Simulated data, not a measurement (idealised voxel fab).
Process module in this document: voxel gate over fins
In the cross-section labelled cut, the width is 150 nm and each square cell is 5 nm.
Cross-section = grid of square cells, listed top down in bands; band = one or more rows.
Band entry format. Leading values: height of top, height of bottom, nm. Remainder: materials in left-to-right order, each with its width in nm. Special words: "edge to edge" on a single material, which then fills the band edge to edge; "blank", empty space.
Height 0 is the level under which the wafer as received is all one material. The lowest band goes on downwards, as in "0 -> down".
Width spec "30 to 40" -> top row of cells at first value, bottom row at second value, equal per-row change in between.
Key: "nothing changed" - step with no changed cell in the cross-section.
You'll see "Voids lacking openings" listing empty spaces that have no way open to the top, as long as they're 8 cells or more; the notation is width x height at distance, where the distance is from the left edge, and all of it is in nm.
If you see something after the settings on a step's line, that's the simulator's own remark about that step.
overlay nm: mask right of planned place by this much (step with mask). Neg. = left.
Process steps foreseen in the plan:
1,op RECEIVE | material Si
2,op CONFORMAL_DEP | material SiN | thk nm 5
3,op MASKED_ETCH | tone cover | mask id FINS | width nm 15 | pitch nm 45 | etch materials SiN | depth nm 5 | overlay nm 0
4,op MASKED_ETCH | tone cover | mask id FINS | width nm 15 | pitch nm 45 | etch materials Si | depth nm 30 | overlay nm 0
5,op OXIDIZE | depth nm 5
6,op FILL_DEP | material SiO2 | thk nm 10
7,op CMP | height nm 5
8,op SELECTIVE_ETCH | etch materials SiO2 | depth nm 15
9,op STRIP | etch materials SiN
10,op CONFORMAL_DEP | material HfO2 | thk nm 5
11,op CONFORMAL_DEP | material TiN | thk nm 5
12,op FILL_DEP | material W | thk nm 15
13,op CMP | height nm 20
14,op CONFORMAL_DEP | material SiCN | thk nm 10
Wafer at receipt (post step 1), cross-section:
	0 -> down = Si edge to edge
	Voids lacking openings: none
First of two wafers: cross-section at end of module, run per plan:
	30 -> 20 = SiCN edge to edge
	20 -> 10 = W edge to edge
	10 -> 5 = 40 nm W | 25 nm TiN | 20 nm W | 25 nm TiN | 40 nm W
	5 -> 0 = 40 nm W | 5 nm TiN | 15 nm HfO2 | 5 nm TiN | 20 nm W | 5 nm TiN | 15 nm HfO2 | 5 nm TiN | 40 nm W
	0 -> -5 = 45 nm TiN | 5 nm HfO2 | 5 nm Si | 5 nm HfO2 | 30 nm TiN | 5 nm HfO2 | 5 nm Si | 5 nm HfO2 | 45 nm TiN
	-5 -> -10 = 50 nm HfO2 | 5 nm Si | 40 nm HfO2 | 5 nm Si | 50 nm HfO2
	-10 -> -35 = 50 nm SiO2 | 5 nm Si | 40 nm SiO2 | 5 nm Si | 50 nm SiO2
	-35 -> down = Si edge to edge
	Voids lacking openings: none
Cross-sectional view of the second of two wafers upon completion of the module. This wafer shared its starting condition and process plan with the first; one error was made during its execution:
	30 -> 20 = SiCN edge to edge
	20 -> 5 = W edge to edge
	5 -> 0 = 40 nm W | 25 nm TiN | 20 nm W | 25 nm TiN | 40 nm W
	0 -> -5 = 40 nm W | 5 nm TiN | 15 nm HfO2 | 5 nm TiN | 20 nm W | 5 nm TiN | 15 nm HfO2 | 5 nm TiN | 40 nm W
	-5 -> -10 = 40 nm W | 5 nm TiN | 5 nm HfO2 | 5 nm Si | 5 nm HfO2 | 5 nm TiN | 20 nm W | 5 nm TiN | 5 nm HfO2 | 5 nm Si | 5 nm HfO2 | 5 nm TiN | 40 nm W
	-10 -> -15 = 45 nm TiN | 5 nm HfO2 | 5 nm Si | 5 nm HfO2 | 30 nm TiN | 5 nm HfO2 | 5 nm Si | 5 nm HfO2 | 45 nm TiN
	-15 -> -20 = 50 nm HfO2 | 5 nm Si | 40 nm HfO2 | 5 nm Si | 50 nm HfO2
	-20 -> -35 = 50 nm SiO2 | 5 nm Si | 40 nm SiO2 | 5 nm Si | 50 nm SiO2
	-35 -> down = Si edge to edge
	Voids lacking openings: none
Deviation noted in wafer processing: step 7 was run on a setting that differed from the plan, and what really ran there is op CMP | height nm -5
The closing comparison, in cells, has the second wafer with more or fewer of some materials than the first: +4 HfO2, -2 Si, -56 SiO2, +4 TiN, +50 W
